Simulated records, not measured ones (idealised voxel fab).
Proc. module: voxel self aligned contacts
For reference, the cross-section in this document is cut, with width 210 nm and square cells of 5 nm.
Cross-section = grid of square cells, listed top down in bands; band = one or more rows.
Band entry format. Leading values: height of top, height of bottom, nm. Remainder: materials in left-to-right order, each with its width in nm. Special words: "full width" on a single material, which then fills the band edge to edge; "empty", empty space.
Height reference: 0 = level under which incoming wafer is all one material. Lowest band: no bottom, runs on downward, e.g. "0 and below".
It should be noted that a width expressed as "30 to 40" varies in equal increments from row to row of cells within the band, taking the value of the first number at the top row and that of the second number at the bottom row.
"nothing altered" -> step changed no cross-section cell.
"Sealed void listing": empty spaces of 8 cells or more with no open way to the top, each given as width x height at distance, distance from the left edge, all in nm.
Formally, on a step line, whatever follows the settings is a remark that the simulator itself makes on the step.
The line of a step may include "overlay nm". On a step with a mask, this value is how far to the right of its planned place the mask lay. A negative value means the mask lay to the left.
Set out below are the planned steps of the process
1 RECEIVE [material Si]
2 OXIDIZE [depth nm 5]
3 DIRECTIONAL_DEP [material polySi] [thk nm 30]
4 DIRECTIONAL_DEP [material SiN] [thk nm 20]
5 MASKED_ETCH [tone cover] [mask id GATE] [width nm 25] [pitch nm 60] [etch materials SiN] [depth nm 20] [overlay nm 0]
6 MASKED_ETCH [tone cover] [mask id GATE] [width nm 25] [pitch nm 60] [etch materials polySi] [depth nm 30] [overlay nm 0]
7 CONFORMAL_DEP [material SiN] [thk nm 10]
8 DIRECTIONAL_ETCH [etch materials SiN] [depth nm 10]
9 FILL_DEP [material SiO2] [thk nm 15]
10 CMP [height nm 60]
11 MASKED_ETCH [tone open] [mask id CONTACT] [width nm 45] [etch materials SiO2] [depth nm 65] [overlay nm 0]
12 CONFORMAL_DEP [material TiN] [thk nm 5]
13 FILL_DEP [material W] [thk nm 10]
14 CMP [height nm 60]
15 CONFORMAL_DEP [material SiN] [thk nm 5]
Cross-section of the incoming wafer, state after step 1
	0 and below: Si full width
	Sealed void listing: none
Cross-sectional result after module completion. Note: starting condition and plan are unchanged from above; one processing mistake was made
	65 down to 60: SiN full width
	60 down to 50: 80 SiO2  5 to 20 TiN  35 to 5 W  5 to 20 TiN  85 SiO2
	50 down to 35: 50 SiO2  45 SiN  5 TiN  5 W  5 TiN  45 SiN  55 SiO2
	35 down to 30: 50 SiO2  45 SiN  15 TiN  45 SiN  55 SiO2
	30 down to 0: W full width
	0 down to -5: SiO2 full width
	-5 and below: Si full width
	Sealed void listing: none
Run error: rather than as planned, step 3 actually ran as DIRECTIONAL_DEP [material W] [thk nm 30]
